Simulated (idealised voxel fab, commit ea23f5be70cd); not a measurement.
You're looking at the process module voxel air gaps.
In the cross-section labelled cut, the width is 215 nm and each square cell is 5 nm.
When this document writes out a cross-section, it uses a grid of square cells and lists it as bands, beginning at the top and moving down, with a band standing for one or more rows of cells.
What a band's entry tells you: where the top is and where the bottom is, as heights in nm, and after that what lies inside, material by material from left to right, each with its width in nm. Empty space is written as the word "blank", and a single material marked with the word "throughout" occupies the band from edge to edge.
Height reference: 0 = level under which incoming wafer is all one material. Lowest band: no bottom, runs on downward, e.g. "from 0 down".
A two-number width, for instance "30 to 40", indicates that the width is equal to the first number in the top row of the band and to the second number in the bottom row, and that it changes by a constant amount per row of cells.
Reading "no modifications" for a step: not a cell of the cross-section changed in it.
Enclosed voids (no open way to top), threshold 8 cells or more, entry "Sealed void list", notation width x height at distance, distance from left edge, nm.
That trailing text on a step's line, after the settings, is the simulator's own remark on the step.
If you see "overlay nm" on a step's line and that step has a mask, it's telling you how far right of where it was planned the mask ended up; a negative number means it went left instead.
-- Process steps (planned)
1) RECEIVE, material Si
2) CONFORMAL_DEP, material SiO2, thk nm 15
3) CONFORMAL_DEP, material SiCN, thk nm 5
4) DIRECTIONAL_DEP, material SiO2, thk nm 35
5) DIRECTIONAL_DEP, material aC, thk nm 15
6) PATTERN, tone open, mask id LINES, material resist, width nm 25, pitch nm 50, thk nm 30, overlay nm 0
7) DIRECTIONAL_ETCH, etch materials aC, depth nm 15
8) STRIP, etch materials resist
9) DIRECTIONAL_ETCH, etch materials SiO2, depth nm 35
10) STRIP, etch materials aC
11) CONFORMAL_DEP, material TiN, thk nm 5
12) FILL_DEP, material W, thk nm 5
13) CMP, height nm 55
14) EPI, material Ru, thk nm 10
15) SELECTIVE_ETCH, etch materials SiO2, depth nm 45
16) CONFORMAL_DEP, material SiCN, thk nm 5
-- Cross-sectional view of the wafer in its as-received condition, corresponding to the state after step 1
  from 0 down = Si throughout
  Sealed void list: none
-- The cross-section shown corresponds to the wafer at the conclusion of the module. The initial structure and the process plan are those presented above; however, one mistake occurred in executing the plan
  from 70 to 65 = SiCN throughout
  from 65 to 55 = 55 of Ru, then 5 of SiCN, then 45 of Ru, then 5 of SiCN, then 45 of Ru, then 5 of SiCN, then 55 of Ru
  from 55 to 50 = 40 of W, then 5 of TiN, then 25 of SiCN, then 5 of TiN, then 15 of W, then 5 of TiN, then 25 of SiCN, then 5 of TiN, then 15 of W, then 5 of TiN, then 25 of SiCN, then 5 of TiN, then 40 of W
  from 50 to 25 = 40 of W, then 5 of TiN, then 5 of SiCN, then 15 of blank, then 5 of SiCN, then 5 of TiN, then 15 of W, then 5 of TiN, then 5 of SiCN, then 15 of blank, then 5 of SiCN, then 5 of TiN, then 15 of W, then 5 of TiN, then 5 of SiCN, then 15 of blank, then 5 of SiCN, then 5 of TiN, then 40 of W
  from 25 to 20 = 45 of TiN, then 25 of SiCN, then 25 of TiN, then 25 of SiCN, then 25 of TiN, then 25 of SiCN, then 45 of TiN
  from 20 to 15 = SiCN throughout
  from 15 to 0 = SiO2 throughout
  from 0 down = Si throughout
  Sealed void list: 15 x 25 at 50; 15 x 25 at 100; 15 x 25 at 150
Short version of what went wrong: step 6 did not use the planned setting and instead ran as PATTERN, tone cover, mask id LINES, material resist, width nm 25, pitch nm 50, thk nm 30, overlay nm 0
